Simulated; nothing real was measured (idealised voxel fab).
The process module presented herein is designated voxel gate over fins.
175 nm wide, 5 nm square cells: that's cross-section cut.
Throughout this document, each cross-section is represented as a grid of square cells and is presented as a sequence of bands enumerated from the top downward, where a band comprises one or more rows of cells. Heights first: top, then bottom, in nm. Then materials, left to right, each with a width in nm. "full width" on a single material: fills the band edge to edge. "blank": empty space. Ref level 0: as-received wafer is one material below here. Bottom band extends down with no lower bound ("from 0 down"). You'd read "30->40" like this: the band's top row of cells is as wide as the first number, its bottom row is as wide as the second, and going down, every row changes width by the same amount as the row before did. Basically "nothing changed" means that step didn't change any cell in the cross-section. Reported under the label "Enclosed cavity list" are the empty spaces having no open way to the top and comprising 8 cells or more; the notation for each is width x height at distance, in which the distance is measured from the left edge and all three values are in nm. Read whatever lies past the settings on a step's line as the simulator's own remark about the step. Steps that use a mask can have "overlay nm" on their line. It says how far the mask sat to the right of where it was meant to be. Negative means to the left.
[The process steps that were planned are listed below]
step 1: RECEIVE | material Si
step 2: CONFORMAL_DEP | material SiN | thk nm 5
step 3: DIRECTIONAL_DEP | material aC | thk nm 10
step 4: PATTERN | tone cover | mask id FINS | material resist | width nm 15 | pitch nm 40 | thk nm 25 | overlay nm -5
step 5: DIRECTIONAL_ETCH | etch materials aC | depth nm 10
step 6: STRIP | etch materials resist
step 7: DIRECTIONAL_ETCH | etch materials SiN | depth nm 5
step 8: DIRECTIONAL_ETCH | etch materials Si | depth nm 40
step 9: STRIP | etch materials aC
step 10: FILL_DEP | material SiO2 | thk nm 5
step 11: CMP | height nm 5
step 12: SELECTIVE_ETCH | etch materials SiO2 | depth nm 20
step 13: STRIP | etch materials SiN
step 14: CONFORMAL_DEP | material HfO2 | thk nm 5
step 15: CONFORMAL_DEP | material TiN | thk nm 5
step 16: FILL_DEP | material W | thk nm 15
step 17: CMP | height nm 20
step 18: CONFORMAL_DEP | material SiN | thk nm 5
Quick note for whoever runs this: the wafers start identical, but the overlay nm at step 4 isn't the same across them. The plan just shows what the first wafer had.
[Sectional view: first of several wafers, as received, after step 1]
from 0 down = Si full width
Enclosed cavity list: none
[Tabulated below, wafer by wafer, are the end-of-module results: for each material, the number of cells gained (+) or lost (-) relative to the as-received state, followed by the closed voids]
overlay nm -5; +59 HfO2; -184 Si; +35 SiN; +115 SiO2; +59 TiN; +91 W; Enclosed cavity list: none
overlay nm 0; +59 HfO2; -184 Si; +35 SiN; +115 SiO2; +59 TiN; +91 W; Enclosed cavity list: none
overlay nm 5; +59 HfO2; -184 Si; +35 SiN; +115 SiO2; +59 TiN; +91 W; Enclosed cavity list: none
